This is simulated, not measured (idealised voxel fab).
You're looking at the process module voxel capacitor over wiring.
The width of the displayed cross-section, cut, is 160 nm; its cells are square, with a size of 5 nm.
The cross-sections in this document take the form of a grid made of square cells. They are written out as bands, in order from top to bottom. Each band consists of one or more rows of cells. First you get the band's top height and its bottom height, in nm, and then the materials it's made of, left to right, with each width in nm. If you see a single material with "throughout", that one covers the band edge to edge. "air" is empty space. Measure heights from 0. That's the level where, below it, the as-received wafer is all one material. The lowest band is bottomless and extends downward; write it as in "from 0 down". Think of "30->40" as a width that walks from the first number to the second as you go down the band, top row to bottom row, taking equal-sized steps from row to row. What does "nothing got changed" mean for a step? It means no cell of the cross-section changed in that step. Heads up: "Closed void catalog" only lists the empty pockets with no open path to the top that are 8 cells or more, and it writes them as width x height at distance, distance from the left edge, in nm. Whatever follows a step's settings on its line is a remark the simulator itself makes about that step. overlay nm: mask offset rightward from planned place, masked step; negative means leftward offset.
[Process steps foreseen in the plan]
1 op RECEIVE | material Si
2 op CONFORMAL_DEP | material SiO2 | thk nm 10
3 op DIRECTIONAL_DEP | material TiN | thk nm 5
4 op DIRECTIONAL_DEP | material Ru | thk nm 25
5 op DIRECTIONAL_DEP | material aC | thk nm 10
6 op PATTERN | tone cover | mask id METAL_1 | material resist | width nm 20 | pitch nm 85 | thk nm 30 | overlay nm 0
7 op DIRECTIONAL_ETCH | etch materials aC | depth nm 10
8 op STRIP | etch materials resist
9 op DIRECTIONAL_ETCH | etch materials Ru | depth nm 25
10 op DIRECTIONAL_ETCH | etch materials TiN | depth nm 5
11 op STRIP | etch materials aC
12 op FILL_DEP | material lowk | thk nm 10
13 op CMP | height nm 40
14 op CONFORMAL_DEP | material SiCN | thk nm 5
15 op DIRECTIONAL_DEP | material lowk | thk nm 15
16 op PATTERN | tone open | mask id PLUG_1 | material resist | width nm 15 | thk nm 15 | overlay nm 0
17 op DIRECTIONAL_ETCH | etch materials lowk | depth nm 15
18 op DIRECTIONAL_ETCH | etch materials SiCN | depth nm 5
19 op STRIP | etch materials resist
20 op EPI | material Ru | thk nm 10
21 op EPI | material Ru | thk nm 10
22 op DIRECTIONAL_DEP | material TiN | thk nm 5
23 op DIRECTIONAL_DEP | material HfO2 | thk nm 5
24 op DIRECTIONAL_DEP | material TiN | thk nm 10
25 op PATTERN | tone cover | mask id UPPER_PLATE | material resist | width nm 70 | thk nm 15 | overlay nm 0
26 op DIRECTIONAL_ETCH | etch materials TiN | depth nm 10
27 op DIRECTIONAL_ETCH | etch materials HfO2 | depth nm 5
28 op STRIP | etch materials resist
29 op DIRECTIONAL_DEP | material aC | thk nm 15
30 op PATTERN | tone cover | mask id LOWER_PLATE | material resist | width nm 80 | thk nm 35 | overlay nm 0
31 op DIRECTIONAL_ETCH | etch materials aC | depth nm 15
32 op STRIP | etch materials resist
33 op DIRECTIONAL_ETCH | etch materials TiN | depth nm 5
34 op STRIP | etch materials aC
35 op FILL_DEP | material SiO2 | thk nm 15
36 op CMP | height nm 90
37 op MASKED_ETCH | tone open | mask id PLUG_2 | width nm 15 | etch materials SiO2 | depth nm 10 | overlay nm 0
38 op CONFORMAL_DEP | material TiN | thk nm 5
39 op FILL_DEP | material Ru | thk nm 10
40 op CMP | height nm 90
41 op CONFORMAL_DEP | material SiCN | thk nm 5
[As received (post step 1): cross-section]
> from 0 down = Si throughout
> Closed void catalog: none
[a wafer at the end: this start, this plan, one mistake]
> from 95 to 90 = SiCN throughout
> from 90 to 85 = SiO2=40, TiN=5, Ru=5, TiN=5, SiO2=105
> from 85 to 80 = SiO2=40, TiN=15, SiO2=105
> from 80 to 70 = SiO2=45, TiN=55, SiO2=60
> from 70 to 65 = SiO2=45, HfO2=55, SiO2=60
> from 65 to 60 = SiO2=25, TiN=5, SiO2=15, TiN=60, SiO2=55
> from 60 to 50 = lowk=30, TiN=15, lowk=115
> from 50 to 45 = lowk=30, HfO2=15, lowk=115
> from 45 to 40 = SiCN=30, TiN=15, SiCN=115
> from 40 to 35 = lowk throughout
> from 35 to 10 = lowk=25, Ru=20, lowk=65, Ru=20, lowk=30
> from 10 to 0 = SiO2 throughout
> from 0 down = Si throughout
> Closed void catalog: none
What went wrong in running the wafer? step 3 from the plan never happened, it was just skipped
